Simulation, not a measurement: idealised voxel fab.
The document below concerns the process module designated voxel fin reveal.
Xsec cut, 235 nm wide, square cell size 5 nm.
Format of a cross-section: grid, square cells. Given as bands. Order: top down. Band: one or more rows of cells. Within each band entry, the heights of the top and of the bottom of the band appear first, in that order and in nm; the materials of the band then follow from left to right, each with its corresponding width in nm. The designation "throughout" on a single material indicates that it fills the band from edge to edge; the designation "blank" indicates empty space. Measure heights from 0. That's the level where, below it, the as-received wafer is all one material. The lowest band is bottomless and extends downward; write it as in "z 0 and below". Quick explanation for "30->40": the width changes in equal steps down the rows of cells, from the first number in the band's top row to the second number in its bottom row. "nothing different" (step): cross-section cells unchanged, all of them. Each empty space that has no open way to the top and spans at least 8 cells appears under "Closed void listing" as width x height at distance, the distance counted from the left edge, all in nm. Past the settings on a step's line: simulator remark, on that step. You can add "overlay nm" to a step's line. For a step with a mask, it describes how far the mask lay to the right of its planned position, and a negative number describes a lay to the left.
### Process steps (planned)
| 1 | RECEIVE | material Si |
| 2 | CONFORMAL_DEP | material SiN | thk nm 5 |
| 3 | DIRECTIONAL_DEP | material aC | thk nm 15 |
| 4 | PATTERN | tone cover | mask id FINS | material resist | width nm 15 | pitch nm 45 | thk nm 30 | overlay nm 0 |
| 5 | DIRECTIONAL_ETCH | etch materials aC | depth nm 15 |
| 6 | STRIP | etch materials resist |
| 7 | DIRECTIONAL_ETCH | etch materials SiN | depth nm 5 |
| 8 | DIRECTIONAL_ETCH | etch materials Si | depth nm 40 |
| 9 | STRIP | etch materials aC |
| 10 | FILL_DEP | material SiO2 | thk nm 10 |
| 11 | CMP | height nm 5 |
| 12 | SELECTIVE_ETCH | etch materials SiO2 | depth nm 35 |
| 13 | STRIP | etch materials SiN |
### The first of a set of two wafers, run to plan
### Cross-section, incoming material, after step 1
  z 0 and below  Si throughout
  Closed void listing: none
### The wafer, seen in cross-section, after step 2
  z 5 to 0  SiN throughout
  Below a height of 0, the structure has not been altered.
### The wafer, seen in cross-section, after step 3
  z 20 to 5  aC throughout
  Below a height of 5, the structure has not been altered.
### The wafer, seen in cross-section, after step 4
  z 50 to 20  blank 40; resist 15; blank 30; resist 15; blank 30; resist 15; blank 30; resist 15; blank 45
  Below a height of 20, the structure has not been altered.
### The wafer, seen in cross-section, after step 5
  z 35 to 20  blank 40; resist 15; blank 30; resist 15; blank 30; resist 15; blank 30; resist 15; blank 45
  z 20 to 5  blank 40; aC 15; blank 30; aC 15; blank 30; aC 15; blank 30; aC 15; blank 45
  Below a height of 5, the structure has not been altered.
### The wafer, seen in cross-section, after step 6
  z 20 to 5  blank 40; aC 15; blank 30; aC 15; blank 30; aC 15; blank 30; aC 15; blank 45
  Below a height of 5, the structure has not been altered.
### The wafer, seen in cross-section, after step 7
  z 20 to 5  blank 40; aC 15; blank 30; aC 15; blank 30; aC 15; blank 30; aC 15; blank 45
  z 5 to 0  blank 40; SiN 15; blank 30; SiN 15; blank 30; SiN 15; blank 30; SiN 15; blank 45
  Below a height of 0, the structure has not been altered.
### The wafer, seen in cross-section, after step 8
  z 20 to 5  blank 40; aC 15; blank 30; aC 15; blank 30; aC 15; blank 30; aC 15; blank 45
  z 5 to 0  blank 40; SiN 15; blank 30; SiN 15; blank 30; SiN 15; blank 30; SiN 15; blank 45
  z 0 to -40  blank 40; Si 15; blank 30; Si 15; blank 30; Si 15; blank 30; Si 15; blank 45
  Below a height of -40, the structure has not been altered.
### The wafer, seen in cross-section, after step 9
  z 5 to 0  blank 40; SiN 15; blank 30; SiN 15; blank 30; SiN 15; blank 30; SiN 15; blank 45
  Below a height of 0, the structure has not been altered.
### The wafer, seen in cross-section, after step 10
  z 15 to 5  SiO2 throughout
  z 5 to 0  SiO2 40; SiN 15; SiO2 30; SiN 15; SiO2 30; SiN 15; SiO2 30; SiN 15; SiO2 45
  z 0 to -40  SiO2 40; Si 15; SiO2 30; Si 15; SiO2 30; Si 15; SiO2 30; Si 15; SiO2 45
  Below a height of -40, the structure has not been altered.
### The wafer, seen in cross-section, after step 11
  z 5 to 0  SiO2 40; SiN 15; SiO2 30; SiN 15; SiO2 30; SiN 15; SiO2 30; SiN 15; SiO2 45
  Below a height of 0, the structure has not been altered.
### The wafer, seen in cross-section, after step 12
  z 5 to 0  blank 40; SiN 15; blank 30; SiN 15; blank 30; SiN 15; blank 30; SiN 15; blank 45
  z 0 to -30  blank 40; Si 15; blank 30; Si 15; blank 30; Si 15; blank 30; Si 15; blank 45
  Below a height of -30, the structure has not been altered.
### The wafer, seen in cross-section, after step 13
  z 0 to -30  blank 40; Si 15; blank 30; Si 15; blank 30; Si 15; blank 30; Si 15; blank 45
  Below a height of -30, the structure has not been altered.
### For the second wafer, take the first wafer's start and plan, then add one mistake made in running it; everything through step 1, that step included, is shared with the first
Cross-section, second wafer, at the end time the plan gives for step 2: nothing different
### Cross-section, second wafer, at the end time the plan gives for step 3
  z 15 to 0  aC throughout
  Below a height of 0, the structure has not been altered.
### Cross-section, second wafer, at the end time the plan gives for step 4
  z 45 to 15  blank 40; resist 15; blank 30; resist 15; blank 30; resist 15; blank 30; resist 15; blank 45
  Below a height of 15, the structure has not been altered.
### Cross-section, second wafer, at the end time the plan gives for step 5
  z 30 to 15  blank 40; resist 15; blank 30; resist 15; blank 30; resist 15; blank 30; resist 15; blank 45
  z 15 to 0  blank 40; aC 15; blank 30; aC 15; blank 30; aC 15; blank 30; aC 15; blank 45
  Below a height of 0, the structure has not been altered.
### Cross-section, second wafer, at the end time the plan gives for step 6
  z 15 to 0  blank 40; aC 15; blank 30; aC 15; blank 30; aC 15; blank 30; aC 15; blank 45
  Below a height of 0, the structure has not been altered.
Cross-section, second wafer, at the end time the plan gives for step 7: nothing different
### Cross-section, second wafer, at the end time the plan gives for step 8
  z 15 to 0  blank 40; aC 15; blank 30; aC 15; blank 30; aC 15; blank 30; aC 15; blank 45
  z 0 to -40  blank 40; Si 15; blank 30; Si 15; blank 30; Si 15; blank 30; Si 15; blank 45
  Below a height of -40, the structure has not been altered.
### Cross-section, second wafer, at the end time the plan gives for step 9
  z 0 to -40  blank 40; Si 15; blank 30; Si 15; blank 30; Si 15; blank 30; Si 15; blank 45
  Below a height of -40, the structure has not been altered.
### Cross-section, second wafer, at the end time the plan gives for step 10
  z 10 to 0  SiO2 throughout
  z 0 to -40  SiO2 40; Si 15; SiO2 30; Si 15; SiO2 30; Si 15; SiO2 30; Si 15; SiO2 45
  Below a height of -40, the structure has not been altered.
### Cross-section, second wafer, at the end time the plan gives for step 11
  z 5 to 0  SiO2 throughout
  Below a height of 0, the structure has not been altered.
### Cross-section, second wafer, at the end time the plan gives for step 12
  z 0 to -30  blank 40; Si 15; blank 30; Si 15; blank 30; Si 15; blank 30; Si 15; blank 45
  Below a height of -30, the structure has not been altered.
Cross-section, second wafer, at the end time the plan gives for step 13: nothing different
So what did we get wrong on this run? step 2 of the plan got skipped, so it never ran
At process end the two wafers are indistinguishable in cross-section, so the error does not change what this model computes.
